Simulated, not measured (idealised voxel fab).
voxel gate over fins: a process module
FYI the section here is cut, 220 nm wide, cells are 5 nm squares.
Cross-section spec: square-cell grid; bands listed top down; each band is one or more rows.
The entry gives the band's vertical extent as a top height and a bottom height in nm, then its horizontal make-up as materials from left to right, each with a width in nm. "blank" stands for empty space; a single material marked "everywhere" fills the band edge to edge.
Heights are reckoned from 0. Under this level, the received wafer is all of one material. The bottommost band is open-ended downward, for example "0 -> down".
A two-number width, for instance "30->40", indicates that the width is equal to the first number in the top row of the band and to the second number in the bottom row, and that it changes by a constant amount per row of cells.
The designation "identical to before", where it is given for a processing step, indicates that no cell of the cross-section was altered in the course of that step.
Sealed-off cavities: empty space of 8 cells or more with no open way to the top, each as width x height at its distance from the left edge, in nm
Anything after a step's settings on that line? It's the simulator's own note about the step.
You can add "overlay nm" to a step's line. For a step with a mask, it describes how far the mask lay to the right of its planned position, and a negative number describes a lay to the left.
HERE'S WHAT THE PLANNED PROCESS STEPS LOOK LIKE
1 RECEIVE: material Si
2 CONFORMAL_DEP: material SiN, thk nm 5
3 MASKED_ETCH: tone cover, mask id FINS, width nm 15, pitch nm 50, etch materials SiN, depth nm 5, overlay nm 0
4 MASKED_ETCH: tone cover, mask id FINS, width nm 15, pitch nm 50, etch materials Si, depth nm 40, overlay nm -15
5 FILL_DEP: material SiO2, thk nm 5
6 CMP: height nm 5
7 PATTERN: tone open, mask id RAIL, material resist, width nm 15, thk nm 15, overlay nm 0
8 DIRECTIONAL_ETCH: etch materials SiO2, depth nm 40
9 STRIP: etch materials resist
10 CONFORMAL_DEP: material TiN, thk nm 5
11 FILL_DEP: material Ru, thk nm 10
12 CMP: height nm 5
13 SELECTIVE_ETCH: etch materials W Ru TiN, depth nm 30
14 FILL_DEP: material SiO2, thk nm 5
15 CMP: height nm 5
16 SELECTIVE_ETCH: etch materials SiO2, depth nm 20
17 STRIP: etch materials SiN
18 CONFORMAL_DEP: material HfO2, thk nm 5
19 CONFORMAL_DEP: material TiN, thk nm 5
20 CONFORMAL_DEP: material TiAl, thk nm 5
21 CONFORMAL_DEP: material TiN, thk nm 5
22 FILL_DEP: material W, thk nm 15
23 CMP: height nm 30
24 CONFORMAL_DEP: material SiN, thk nm 5
What sets these wafers apart? The overlay nm at step 4. They all start alike, and the plan carries the first wafer's value.
FIRST OF SEVERAL WAFERS, RECEIVED AFTER STEP 1, IN CROSS-SECTION
0 -> down: Si everywhere
Sealed-off cavities: none
WAFER ROWS, END OF MODULE: CELLS PER MATERIAL GAINED (+) OR LOST (-) SINCE RECEIPT; CLOSED VOIDS LAST
overlay nm -15, +62 HfO2, -208 Si, +44 SiN, +126 SiO2, +50 TiAl, +116 TiN, +118 W, Sealed-off cavities: none
overlay nm -10, +62 HfO2, +1 Ru, -232 Si, +44 SiN, +139 SiO2, +56 TiAl, +117 TiN, +121 W, Sealed-off cavities: none
overlay nm -5, +62 HfO2, +1 Ru, -256 Si, +44 SiN, +154 SiO2, +62 TiAl, +117 TiN, +124 W, Sealed-off cavities: none
overlay nm 0, +62 HfO2, +1 Ru, -280 Si, +44 SiN, +169 SiO2, +62 TiAl, +123 TiN, +127 W, Sealed-off cavities: none
overlay nm 5, +62 HfO2, +1 Ru, -256 Si, +44 SiN, +154 SiO2, +62 TiAl, +117 TiN, +124 W, Sealed-off cavities: none
overlay nm 10, +62 HfO2, +1 Ru, -232 Si, +44 SiN, +139 SiO2, +56 TiAl, +117 TiN, +121 W, Sealed-off cavities: none
overlay nm 15, +62 HfO2, -208 Si, +44 SiN, +126 SiO2, +50 TiAl, +116 TiN, +118 W, Sealed-off cavities: none
